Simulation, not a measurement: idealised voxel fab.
This is a process module. Its name is voxel local oxidation.
The cross-section shown here is cut; it is 170 nm wide and divided into square cells measuring 5 nm on a side.
When this document writes out a cross-section, it uses a grid of square cells and lists it as bands, beginning at the top and moving down, with a band standing for one or more rows of cells.
First you get the band's top height and its bottom height, in nm, and then the materials it's made of, left to right, with each width in nm. If you see a single material with "throughout", that one covers the band edge to edge. "blank" is empty space.
A quick word on heights: they are counted from 0, and under that level the wafer as it came to us is one material throughout. The lowest band is different from the rest in having no bottom; it simply continues downward, written as in "from 0 down".
Top row gets the first number, bottom row gets the second, and each row in between changes by the same step: that is how a band width like "30 to 40" works.
Where a step carries "no change", the cross-section came out of it unchanged, cell for cell.
"Voids, sealed" means: voids of 8 cells or more that are shut off from the top with no open way through. Written width x height at distance, distance from the left edge, in nm.
It should be noted that, on the line of a given step, the content following the step's settings is a remark produced by the simulator itself with respect to that step.
When a step includes a mask, the "overlay nm" setting on its line states how far to the right of its planned place that mask lay, and negative values state how far to the left.

Intended process steps:
step 1: RECEIVE | material Si
step 2: CONFORMAL_DEP | material SiO2 | thk nm 5
step 3: CONFORMAL_DEP | material SiN | thk nm 15
step 4: PATTERN | tone cover | mask id ACTIVE | material resist | width nm 120 | thk nm 15 | overlay nm -10
step 5: DIRECTIONAL_ETCH | etch materials SiN | depth nm 15
step 6: STRIP | etch materials resist
step 7: SELECTIVE_ETCH | etch materials SiO2 | depth nm 5
step 8: OXIDIZE | depth nm 15
step 9: STRIP | etch materials SiN
The value of overlay nm given for step 4 in the plan refers to the first wafer; the wafers vary in this setting and are alike at the start.

The first of several wafers in cross-section, exactly as it reached us after step 1:
- from 0 down | Si throughout
- Voids, sealed: none

After the module's final step, step 9: the first of several wafers in cross-section:
- from 5 to 0 | 20 blank  110 SiO2  40 blank
- from 0 to -15 | 35 SiO2  80 Si  55 SiO2
- from -15 down | Si throughout
- Voids, sealed: none

Module end, final wafer: cross-section:
- from 5 to 0 | 40 blank  110 SiO2  20 blank
- from 0 to -15 | 55 SiO2  80 Si  35 SiO2
- from -15 down | Si throughout
- Voids, sealed: none

Each row below is a wafer at the end of the module, listing for every material the number of cells it has gained (+) or lost (-) since it was received, followed by its closed voids:
overlay nm -10, -54 Si, +76 SiO2, Voids, sealed: none
overlay nm -5, -54 Si, +76 SiO2, Voids, sealed: none
overlay nm 0, -54 Si, +76 SiO2, Voids, sealed: none
overlay nm 5, -54 Si, +76 SiO2, Voids, sealed: none
overlay nm 10, -54 Si, +76 SiO2, Voids, sealed: none
